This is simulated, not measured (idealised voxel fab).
Process module, titled voxel air gaps
Square cell edge 5 nm, section width 255 nm, ID cut.
For the purposes of this document, a cross-section shall be understood as a grid of square cells, specified as bands listed in top-to-bottom order, each band consisting of one or more rows of cells. Each band's line starts with the height of the band's top and of its bottom, in nm. Then come its materials from left to right, each with its width in nm. One material with "throughout" fills the band from edge to edge. "air" is empty space. For the purposes of this specification, 0 denotes the height below which the wafer in its as-received condition is composed wholly of one material, and the lowermost band, lacking a lower limit, extends downward without end, as expressed in "0 and below". Note: "30 to 40" means the width goes from the first number (top row of the band) to the second number (bottom row) in equal steps per row of cells. The cross-section has no changed cell in any step marked "same as before". Empty spaces without an open route to the top, at least 8 cells in extent, make up the entry "Closed-off voids"; each is given as width x height at distance, where the distance is measured from the left edge, and all are in nm. Anything after a step's settings on that line? It's the simulator's own note about the step. overlay nm: step with mask; distance mask lay right of planned place; negative value = left of planned place.
LIST OF PLANNED PROCESS STEPS
1 op RECEIVE | material Si
2 op CONFORMAL_DEP | material SiO2 | thk nm 10
3 op CONFORMAL_DEP | material SiN | thk nm 5
4 op DIRECTIONAL_DEP | material lowk | thk nm 40
5 op PATTERN | tone open | mask id LINES | material resist | width nm 15 | pitch nm 40 | thk nm 15 | overlay nm 0
6 op DIRECTIONAL_ETCH | etch materials lowk | depth nm 40
7 op STRIP | etch materials resist
8 op CONFORMAL_DEP | material TiN | thk nm 5
9 op FILL_DEP | material Cu | thk nm 5
10 op CMP | height nm 55
11 op EPI | material Ru | thk nm 10
12 op SELECTIVE_ETCH | etch materials lowk | depth nm 50
13 op CONFORMAL_DEP | material SiN | thk nm 5
FIRST WAFER OF TWO (RUN AS PLANNED)
THIS IS THE CROSS-SECTION OF THE WAFER AS WE RECEIVED IT, I.E. AFTER STEP 1
> 0 and below: Si throughout
> Closed-off voids: none
CROSS-SECTION: WAFER STATE AFTER STEP 2
> 10 down to 0: SiO2 throughout
> Whatever lies below 0 is exactly as it was before.
CROSS-SECTION: WAFER STATE AFTER STEP 3
> 15 down to 10: SiN throughout
> Whatever lies below 10 is exactly as it was before.
CROSS-SECTION: WAFER STATE AFTER STEP 4
> 55 down to 15: lowk throughout
> Whatever lies below 15 is exactly as it was before.
CROSS-SECTION: WAFER STATE AFTER STEP 5
> 70 down to 55: resist 60  air 15  resist 25  air 15  resist 25  air 15  resist 25  air 15  resist 60
> Whatever lies below 55 is exactly as it was before.
CROSS-SECTION: WAFER STATE AFTER STEP 6
> 70 down to 55: resist 60  air 15  resist 25  air 15  resist 25  air 15  resist 25  air 15  resist 60
> 55 down to 15: lowk 60  air 15  lowk 25  air 15  lowk 25  air 15  lowk 25  air 15  lowk 60
> Whatever lies below 15 is exactly as it was before.
CROSS-SECTION: WAFER STATE AFTER STEP 7
> 55 down to 15: lowk 60  air 15  lowk 25  air 15  lowk 25  air 15  lowk 25  air 15  lowk 60
> Whatever lies below 15 is exactly as it was before.
CROSS-SECTION: WAFER STATE AFTER STEP 8
> 60 down to 55: TiN 65  air 5  TiN 35  air 5  TiN 35  air 5  TiN 35  air 5  TiN 65
> 55 down to 20: lowk 60  TiN 5  air 5  TiN 5  lowk 25  TiN 5  air 5  TiN 5  lowk 25  TiN 5  air 5  TiN 5  lowk 25  TiN 5  air 5  TiN 5  lowk 60
> 20 down to 15: lowk 60  TiN 15  lowk 25  TiN 15  lowk 25  TiN 15  lowk 25  TiN 15  lowk 60
> Whatever lies below 15 is exactly as it was before.
CROSS-SECTION: WAFER STATE AFTER STEP 9
> 65 down to 60: Cu throughout
> 60 down to 55: TiN 65  Cu 5  TiN 35  Cu 5  TiN 35  Cu 5  TiN 35  Cu 5  TiN 65
> 55 down to 20: lowk 60  TiN 5  Cu 5  TiN 5  lowk 25  TiN 5  Cu 5  TiN 5  lowk 25  TiN 5  Cu 5  TiN 5  lowk 25  TiN 5  Cu 5  TiN 5  lowk 60
> Whatever lies below 20 is exactly as it was before.
CROSS-SECTION: WAFER STATE AFTER STEP 10
> 55 down to 20: lowk 60  TiN 5  Cu 5  TiN 5  lowk 25  TiN 5  Cu 5  TiN 5  lowk 25  TiN 5  Cu 5  TiN 5  lowk 25  TiN 5  Cu 5  TiN 5  lowk 60
> Whatever lies below 20 is exactly as it was before.
CROSS-SECTION: WAFER STATE AFTER STEP 11
> 65 down to 55: air 50  Ru 35  air 5  Ru 35  air 5  Ru 35  air 5  Ru 35  air 50
> Whatever lies below 55 is exactly as it was before.
CROSS-SECTION: WAFER STATE AFTER STEP 12
> 65 down to 55: air 50  Ru 35  air 5  Ru 35  air 5  Ru 35  air 5  Ru 35  air 50
> 55 down to 20: air 60  TiN 5  Cu 5  TiN 5  air 25  TiN 5  Cu 5  TiN 5  air 25  TiN 5  Cu 5  TiN 5  air 25  TiN 5  Cu 5  TiN 5  air 60
> 20 down to 15: air 60  TiN 15  air 25  TiN 15  air 25  TiN 15  air 25  TiN 15  air 60
> Whatever lies below 15 is exactly as it was before.
CROSS-SECTION: WAFER STATE AFTER STEP 13
> 70 down to 65: air 45  SiN 165  air 45
> 65 down to 55: air 45  SiN 5  Ru 35  SiN 5  Ru 35  SiN 5  Ru 35  SiN 5  Ru 35  SiN 5  air 45
> 55 down to 50: air 45  SiN 15  TiN 5  Cu 5  TiN 5  SiN 25  TiN 5  Cu 5  TiN 5  SiN 25  TiN 5  Cu 5  TiN 5  SiN 25  TiN 5  Cu 5  TiN 5  SiN 15  air 45
> 50 down to 20: air 55  SiN 5  TiN 5  Cu 5  TiN 5  SiN 5  air 15  SiN 5  TiN 5  Cu 5  TiN 5  SiN 5  air 15  SiN 5  TiN 5  Cu 5  TiN 5  SiN 5  air 15  SiN 5  TiN 5  Cu 5  TiN 5  SiN 5  air 55
> 20 down to 15: SiN 60  TiN 15  SiN 25  TiN 15  SiN 25  TiN 15  SiN 25  TiN 15  SiN 60
> Whatever lies below 15 is exactly as it was before.
> Closed-off voids: 15 x 30 at 80; 15 x 30 at 120; 15 x 30 at 160
THE SECOND WAFER: COMMON ORIGIN AND PLAN, ONE MISTAKE IN EXECUTION, IDENTICAL TO THE FIRST THROUGH STEP 4
CROSS-SECTION OF THE SECOND WAFER AT THE TIME STEP 5 OF THE PLAN SHOULD HAVE ENDED
> 70 down to 55: air 60  resist 15  air 25  resist 15  air 25  resist 15  air 25  resist 15  air 60
> Whatever lies below 55 is exactly as it was before.
CROSS-SECTION OF THE SECOND WAFER AT THE TIME STEP 6 OF THE PLAN SHOULD HAVE ENDED
> 70 down to 55: air 60  resist 15  air 25  resist 15  air 25  resist 15  air 25  resist 15  air 60
> 55 down to 15: air 60  lowk 15  air 25  lowk 15  air 25  lowk 15  air 25  lowk 15  air 60
> Whatever lies below 15 is exactly as it was before.
CROSS-SECTION OF THE SECOND WAFER AT THE TIME STEP 7 OF THE PLAN SHOULD HAVE ENDED
> 55 down to 15: air 60  lowk 15  air 25  lowk 15  air 25  lowk 15  air 25  lowk 15  air 60
> Whatever lies below 15 is exactly as it was before.
CROSS-SECTION OF THE SECOND WAFER AT THE TIME STEP 8 OF THE PLAN SHOULD HAVE ENDED
> 60 down to 55: air 55  TiN 25  air 15  TiN 25  air 15  TiN 25  air 15  TiN 25  air 55
> 55 down to 20: air 55  TiN 5  lowk 15  TiN 5  air 15  TiN 5  lowk 15  TiN 5  air 15  TiN 5  lowk 15  TiN 5  air 15  TiN 5  lowk 15  TiN 5  air 55
> 20 down to 15: TiN 60  lowk 15  TiN 25  lowk 15  TiN 25  lowk 15  TiN 25  lowk 15  TiN 60
> Whatever lies below 15 is exactly as it was before.
CROSS-SECTION OF THE SECOND WAFER AT THE TIME STEP 9 OF THE PLAN SHOULD HAVE ENDED
> 65 down to 60: Cu throughout
> 60 down to 55: Cu 55  TiN 25  Cu 15  TiN 25  Cu 15  TiN 25  Cu 15  TiN 25  Cu 55
> 55 down to 20: Cu 55  TiN 5  lowk 15  TiN 5  Cu 15  TiN 5  lowk 15  TiN 5  Cu 15  TiN 5  lowk 15  TiN 5  Cu 15  TiN 5  lowk 15  TiN 5  Cu 55
> Whatever lies below 20 is exactly as it was before.
CROSS-SECTION OF THE SECOND WAFER AT THE TIME STEP 10 OF THE PLAN SHOULD HAVE ENDED
> 55 down to 20: Cu 55  TiN 5  lowk 15  TiN 5  Cu 15  TiN 5  lowk 15  TiN 5  Cu 15  TiN 5  lowk 15  TiN 5  Cu 15  TiN 5  lowk 15  TiN 5  Cu 55
> Whatever lies below 20 is exactly as it was before.
CROSS-SECTION OF THE SECOND WAFER AT THE TIME STEP 11 OF THE PLAN SHOULD HAVE ENDED
> 65 down to 55: Ru throughout
> Whatever lies below 55 is exactly as it was before.
Cross-section of the second wafer at the time step 12 of the plan should have ended: same as before
CROSS-SECTION OF THE SECOND WAFER AT THE TIME STEP 13 OF THE PLAN SHOULD HAVE ENDED
> 70 down to 65: SiN throughout
> Whatever lies below 65 is exactly as it was before.
Nonconformance to the process plan: planned and actual differ for step 5; actual: op PATTERN | tone cover | mask id LINES | material resist | width nm 15 | pitch nm 40 | thk nm 15 | overlay nm 0
The final cell counts differ between the wafers, with the second having more or fewer of some materials than the first: Cu: 189 more; Ru: 46 more; SiN: 100 fewer; TiN: 27 more; lowk: 96 more
Wafer, first: 3 closed voids at end. Wafer, second: 0.
